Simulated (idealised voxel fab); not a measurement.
process module | voxel spacer lines
cross-section cut | 245 nm wide | cells 5 nm
A cross-section is a grid of square cells, given in bands from the top down. A band is one or more rows of cells.
Each band's line starts with the height of the band's top and of its bottom, in nm. Then come its materials from left to right, each with its width in nm. One material with "throughout" fills the band from edge to edge. "air" is empty space.
Height 0 is the level under which the wafer as received is all one material. The lowest band goes on downwards, as in "0 down".
A width such as "30 to 40" changes by the same amount from each row of cells to the next, from the band's top row to its bottom row.
"no change" after a step means that no cell of the cross-section changed.
closed voids: empty space of 8 cells or more with no open way to the top, each as width x height at its distance from the left edge, in nm
after a step's settings: what the simulator itself notes on the step
overlay nm, on a step with a mask: how far to the right of its planned place the mask lay; to the left if negative
plan
1 op RECEIVE | material Si
2 op CONFORMAL_DEP | material Al2O3 | thk nm 5
3 op DIRECTIONAL_DEP | material W | thk nm 20
4 op DIRECTIONAL_DEP | material aC | thk nm 25
5 op PATTERN | tone cover | mask id MANDREL | material resist | width nm 25 | pitch nm 70 | thk nm 30 | overlay nm 0
6 op DIRECTIONAL_ETCH | etch materials aC | depth nm 25
7 op STRIP | etch materials resist
8 op CONFORMAL_DEP | material SiO2 | thk nm 10
9 op DIRECTIONAL_ETCH | etch materials SiO2 | depth nm 10
10 op STRIP | etch materials aC
11 op DIRECTIONAL_ETCH | etch materials W | depth nm 20
12 op STRIP | etch materials SiO2
as received, after step 1
  0 down: Si throughout
  closed voids: none
first wafer at the end, as planned
  25 to 5: air 65 | W 10 | air 25 | W 10 | air 25 | W 10 | air 25 | W 10 | air 65
  5 to 0: Al2O3 throughout
  0 down: Si throughout
  closed voids: none
second wafer at the end: like start, like plan, one mistake
  25 to 20: Al2O3 throughout
  20 to 0: W throughout
  0 down: Si throughout
  closed voids: none
what went wrong: steps 2 and 3 were swapped
at the end the second wafer has, in cells: 164 more of W
